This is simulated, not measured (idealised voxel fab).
process module | voxel wiring stack
cross-section cut | 245 nm wide | cells 5 nm
A cross-section is a grid of square cells, given in bands from the top down. A band is one or more rows of cells.
Each band's line starts with the height of the band's top and of its bottom, in nm. Then come its materials from left to right, each with its width in nm. One material with "throughout" fills the band from edge to edge. "air" is empty space.
Height 0 is the level under which the wafer as received is all one material. The lowest band goes on downwards, as in "0 down".
A width such as "30 to 40" changes by the same amount from each row of cells to the next, from the band's top row to its bottom row.
"no change" after a step means that no cell of the cross-section changed.
closed voids: empty space of 8 cells or more with no open way to the top, each as width x height at its distance from the left edge, in nm
after a step's settings: what the simulator itself notes on the step
overlay nm, on a step with a mask: how far to the right of its planned place the mask lay; to the left if negative
plan
1 op RECEIVE | material Si
2 op CONFORMAL_DEP | material SiO2 | thk nm 10
3 op CONFORMAL_DEP | material SiCN | thk nm 5
4 op DIRECTIONAL_DEP | material lowk | thk nm 20
5 op PATTERN | tone open | mask id METAL_1 | material resist | width nm 25 | pitch nm 55 | thk nm 20 | overlay nm 0
6 op DIRECTIONAL_ETCH | etch materials lowk | depth nm 20
7 op DIRECTIONAL_ETCH | etch materials SiCN | depth nm 5
8 op STRIP | etch materials resist
9 op CONFORMAL_DEP | material TiN | thk nm 5
10 op FILL_DEP | material W | thk nm 10
11 op CMP | height nm 35
12 op CONFORMAL_DEP | material SiCN | thk nm 5
13 op DIRECTIONAL_DEP | material lowk | thk nm 35
14 op PATTERN | tone open | mask id METAL_2 | material resist | width nm 25 | pitch nm 55 | thk nm 15 | overlay nm 0
15 op DIRECTIONAL_ETCH | etch materials lowk | depth nm 20
16 op STRIP | etch materials resist
17 op PATTERN | tone open | mask id METAL_2_HOLES | material resist | width nm 15 | pitch nm 110 | thk nm 20 | overlay nm 0
18 op DIRECTIONAL_ETCH | etch materials lowk | depth nm 15
19 op DIRECTIONAL_ETCH | etch materials SiCN | depth nm 5
20 op STRIP | etch materials resist
21 op CONFORMAL_DEP | material TiN | thk nm 5
22 op FILL_DEP | material Cu | thk nm 5
23 op CMP | height nm 75
24 op CONFORMAL_DEP | material SiN | thk nm 5
first wafer, as planned
as received, after step 1
  0 down: Si throughout
  closed voids: none
after step 2
  10 to 0: SiO2 throughout
  below 0: unchanged
after step 3
  15 to 10: SiCN throughout
  below 10: unchanged
after step 4
  35 to 15: lowk throughout
  below 15: unchanged
after step 5
  55 to 35: resist 25 | air 25 | resist 30 | air 25 | resist 30 | air 25 | resist 30 | air 25 | resist 30
  below 35: unchanged
after step 6
  55 to 35: resist 25 | air 25 | resist 30 | air 25 | resist 30 | air 25 | resist 30 | air 25 | resist 30
  35 to 15: lowk 25 | air 25 | lowk 30 | air 25 | lowk 30 | air 25 | lowk 30 | air 25 | lowk 30
  below 15: unchanged
after step 7
  55 to 35: resist 25 | air 25 | resist 30 | air 25 | resist 30 | air 25 | resist 30 | air 25 | resist 30
  35 to 15: lowk 25 | air 25 | lowk 30 | air 25 | lowk 30 | air 25 | lowk 30 | air 25 | lowk 30
  15 to 10: SiCN 25 | air 25 | SiCN 30 | air 25 | SiCN 30 | air 25 | SiCN 30 | air 25 | SiCN 30
  below 10: unchanged
after step 8
  35 to 15: lowk 25 | air 25 | lowk 30 | air 25 | lowk 30 | air 25 | lowk 30 | air 25 | lowk 30
  below 15: unchanged
after step 9
  40 to 35: TiN 30 | air 15 | TiN 40 | air 15 | TiN 40 | air 15 | TiN 40 | air 15 | TiN 35
  35 to 15: lowk 25 | TiN 5 | air 15 | TiN 5 | lowk 30 | TiN 5 | air 15 | TiN 5 | lowk 30 | TiN 5 | air 15 | TiN 5 | lowk 30 | TiN 5 | air 15 | TiN 5 | lowk 30
  15 to 10: SiCN 25 | TiN 25 | SiCN 30 | TiN 25 | SiCN 30 | TiN 25 | SiCN 30 | TiN 25 | SiCN 30
  below 10: unchanged
after step 10
  50 to 40: W throughout
  40 to 35: TiN 30 | W 15 | TiN 40 | W 15 | TiN 40 | W 15 | TiN 40 | W 15 | TiN 35
  35 to 15: lowk 25 | TiN 5 | W 15 | TiN 5 | lowk 30 | TiN 5 | W 15 | TiN 5 | lowk 30 | TiN 5 | W 15 | TiN 5 | lowk 30 | TiN 5 | W 15 | TiN 5 | lowk 30
  below 15: unchanged
after step 11
  35 to 15: lowk 25 | TiN 5 | W 15 | TiN 5 | lowk 30 | TiN 5 | W 15 | TiN 5 | lowk 30 | TiN 5 | W 15 | TiN 5 | lowk 30 | TiN 5 | W 15 | TiN 5 | lowk 30
  below 15: unchanged
after step 12
  40 to 35: SiCN throughout
  below 35: unchanged
after step 13
  75 to 40: lowk throughout
  below 40: unchanged
after step 14
  90 to 75: resist 25 | air 25 | resist 30 | air 25 | resist 30 | air 25 | resist 30 | air 25 | resist 30
  below 75: unchanged
after step 15
  90 to 75: resist 25 | air 25 | resist 30 | air 25 | resist 30 | air 25 | resist 30 | air 25 | resist 30
  75 to 55: lowk 25 | air 25 | lowk 30 | air 25 | lowk 30 | air 25 | lowk 30 | air 25 | lowk 30
  below 55: unchanged
after step 16
  75 to 55: lowk 25 | air 25 | lowk 30 | air 25 | lowk 30 | air 25 | lowk 30 | air 25 | lowk 30
  below 55: unchanged
after step 17
  95 to 75: resist 25 | air 15 | resist 95 | air 15 | resist 95
  75 to 55: lowk 25 | air 15 | resist 10 | lowk 30 | resist 25 | lowk 30 | air 15 | resist 10 | lowk 30 | resist 25 | lowk 30
  below 55: unchanged
after step 18
  95 to 75: resist 25 | air 15 | resist 95 | air 15 | resist 95
  75 to 55: lowk 25 | air 15 | resist 10 | lowk 30 | resist 25 | lowk 30 | air 15 | resist 10 | lowk 30 | resist 25 | lowk 30
  55 to 40: lowk 25 | air 15 | lowk 95 | air 15 | lowk 95
  below 40: unchanged
after step 19
  95 to 75: resist 25 | air 15 | resist 95 | air 15 | resist 95
  75 to 55: lowk 25 | air 15 | resist 10 | lowk 30 | resist 25 | lowk 30 | air 15 | resist 10 | lowk 30 | resist 25 | lowk 30
  55 to 40: lowk 25 | air 15 | lowk 95 | air 15 | lowk 95
  40 to 35: SiCN 25 | air 15 | SiCN 95 | air 15 | SiCN 95
  below 35: unchanged
after step 20
  75 to 55: lowk 25 | air 25 | lowk 30 | air 25 | lowk 30 | air 25 | lowk 30 | air 25 | lowk 30
  below 55: unchanged
after step 21
  80 to 75: TiN 30 | air 15 | TiN 40 | air 15 | TiN 40 | air 15 | TiN 40 | air 15 | TiN 35
  75 to 60: lowk 25 | TiN 5 | air 15 | TiN 5 | lowk 30 | TiN 5 | air 15 | TiN 5 | lowk 30 | TiN 5 | air 15 | TiN 5 | lowk 30 | TiN 5 | air 15 | TiN 5 | lowk 30
  60 to 55: lowk 25 | TiN 5 | air 5 | TiN 15 | lowk 30 | TiN 25 | lowk 30 | TiN 5 | air 5 | TiN 15 | lowk 30 | TiN 25 | lowk 30
  55 to 40: lowk 25 | TiN 5 | air 5 | TiN 5 | lowk 95 | TiN 5 | air 5 | TiN 5 | lowk 95
  40 to 35: SiCN 25 | TiN 15 | SiCN 95 | TiN 15 | SiCN 95
  below 35: unchanged
after step 22
  85 to 80: Cu throughout
  80 to 75: TiN 30 | Cu 15 | TiN 40 | Cu 15 | TiN 40 | Cu 15 | TiN 40 | Cu 15 | TiN 35
  75 to 60: lowk 25 | TiN 5 | Cu 15 | TiN 5 | lowk 30 | TiN 5 | Cu 15 | TiN 5 | lowk 30 | TiN 5 | Cu 15 | TiN 5 | lowk 30 | TiN 5 | Cu 15 | TiN 5 | lowk 30
  60 to 55: lowk 25 | TiN 5 | Cu 5 | TiN 15 | lowk 30 | TiN 25 | lowk 30 | TiN 5 | Cu 5 | TiN 15 | lowk 30 | TiN 25 | lowk 30
  55 to 40: lowk 25 | TiN 5 | Cu 5 | TiN 5 | lowk 95 | TiN 5 | Cu 5 | TiN 5 | lowk 95
  below 40: unchanged
after step 23
  75 to 60: lowk 25 | TiN 5 | Cu 15 | TiN 5 | lowk 30 | TiN 5 | Cu 15 | TiN 5 | lowk 30 | TiN 5 | Cu 15 | TiN 5 | lowk 30 | TiN 5 | Cu 15 | TiN 5 | lowk 30
  below 60: unchanged
after step 24
  80 to 75: SiN throughout
  below 75: unchanged
second wafer: like start, like plan, one mistake. Through step 10 it matches the first wafer
when step 11 should have ended
  30 to 15: lowk 25 | TiN 5 | W 15 | TiN 5 | lowk 30 | TiN 5 | W 15 | TiN 5 | lowk 30 | TiN 5 | W 15 | TiN 5 | lowk 30 | TiN 5 | W 15 | TiN 5 | lowk 30
  below 15: unchanged
when step 12 should have ended
  35 to 30: SiCN throughout
  below 30: unchanged
when step 13 should have ended
  70 to 35: lowk throughout
  below 35: unchanged
when step 14 should have ended
  85 to 70: resist 25 | air 25 | resist 30 | air 25 | resist 30 | air 25 | resist 30 | air 25 | resist 30
  below 70: unchanged
when step 15 should have ended
  85 to 70: resist 25 | air 25 | resist 30 | air 25 | resist 30 | air 25 | resist 30 | air 25 | resist 30
  70 to 50: lowk 25 | air 25 | lowk 30 | air 25 | lowk 30 | air 25 | lowk 30 | air 25 | lowk 30
  below 50: unchanged
when step 16 should have ended
  70 to 50: lowk 25 | air 25 | lowk 30 | air 25 | lowk 30 | air 25 | lowk 30 | air 25 | lowk 30
  below 50: unchanged
when step 17 should have ended
  90 to 70: resist 25 | air 15 | resist 95 | air 15 | resist 95
  70 to 50: lowk 25 | air 15 | resist 10 | lowk 30 | resist 25 | lowk 30 | air 15 | resist 10 | lowk 30 | resist 25 | lowk 30
  below 50: unchanged
when step 18 should have ended
  90 to 70: resist 25 | air 15 | resist 95 | air 15 | resist 95
  70 to 50: lowk 25 | air 15 | resist 10 | lowk 30 | resist 25 | lowk 30 | air 15 | resist 10 | lowk 30 | resist 25 | lowk 30
  50 to 35: lowk 25 | air 15 | lowk 95 | air 15 | lowk 95
  below 35: unchanged
when step 19 should have ended
  90 to 70: resist 25 | air 15 | resist 95 | air 15 | resist 95
  70 to 50: lowk 25 | air 15 | resist 10 | lowk 30 | resist 25 | lowk 30 | air 15 | resist 10 | lowk 30 | resist 25 | lowk 30
  50 to 35: lowk 25 | air 15 | lowk 95 | air 15 | lowk 95
  35 to 30: SiCN 25 | air 15 | SiCN 95 | air 15 | SiCN 95
  below 30: unchanged
when step 20 should have ended
  70 to 50: lowk 25 | air 25 | lowk 30 | air 25 | lowk 30 | air 25 | lowk 30 | air 25 | lowk 30
  below 50: unchanged
when step 21 should have ended
  75 to 70: TiN 30 | air 15 | TiN 40 | air 15 | TiN 40 | air 15 | TiN 40 | air 15 | TiN 35
  70 to 55: lowk 25 | TiN 5 | air 15 | TiN 5 | lowk 30 | TiN 5 | air 15 | TiN 5 | lowk 30 | TiN 5 | air 15 | TiN 5 | lowk 30 | TiN 5 | air 15 | TiN 5 | lowk 30
  55 to 50: lowk 25 | TiN 5 | air 5 | TiN 15 | lowk 30 | TiN 25 | lowk 30 | TiN 5 | air 5 | TiN 15 | lowk 30 | TiN 25 | lowk 30
  50 to 35: lowk 25 | TiN 5 | air 5 | TiN 5 | lowk 95 | TiN 5 | air 5 | TiN 5 | lowk 95
  35 to 30: SiCN 25 | TiN 15 | SiCN 95 | TiN 15 | SiCN 95
  below 30: unchanged
when step 22 should have ended
  80 to 75: Cu throughout
  75 to 70: TiN 30 | Cu 15 | TiN 40 | Cu 15 | TiN 40 | Cu 15 | TiN 40 | Cu 15 | TiN 35
  70 to 55: lowk 25 | TiN 5 | Cu 15 | TiN 5 | lowk 30 | TiN 5 | Cu 15 | TiN 5 | lowk 30 | TiN 5 | Cu 15 | TiN 5 | lowk 30 | TiN 5 | Cu 15 | TiN 5 | lowk 30
  55 to 50: lowk 25 | TiN 5 | Cu 5 | TiN 15 | lowk 30 | TiN 25 | lowk 30 | TiN 5 | Cu 5 | TiN 15 | lowk 30 | TiN 25 | lowk 30
  50 to 35: lowk 25 | TiN 5 | Cu 5 | TiN 5 | lowk 95 | TiN 5 | Cu 5 | TiN 5 | lowk 95
  below 35: unchanged
when step 23 should have ended
  75 to 70: TiN 30 | Cu 15 | TiN 40 | Cu 15 | TiN 40 | Cu 15 | TiN 40 | Cu 15 | TiN 35
  below 70: unchanged
when step 24 should have ended
  80 to 75: SiN throughout
  below 75: unchanged
what went wrong: step 11 ran as: op CMP | height nm 30
at the end the second wafer has, in cells: 12 more of Cu | 29 more of TiN | 12 fewer of W | 29 fewer of lowk
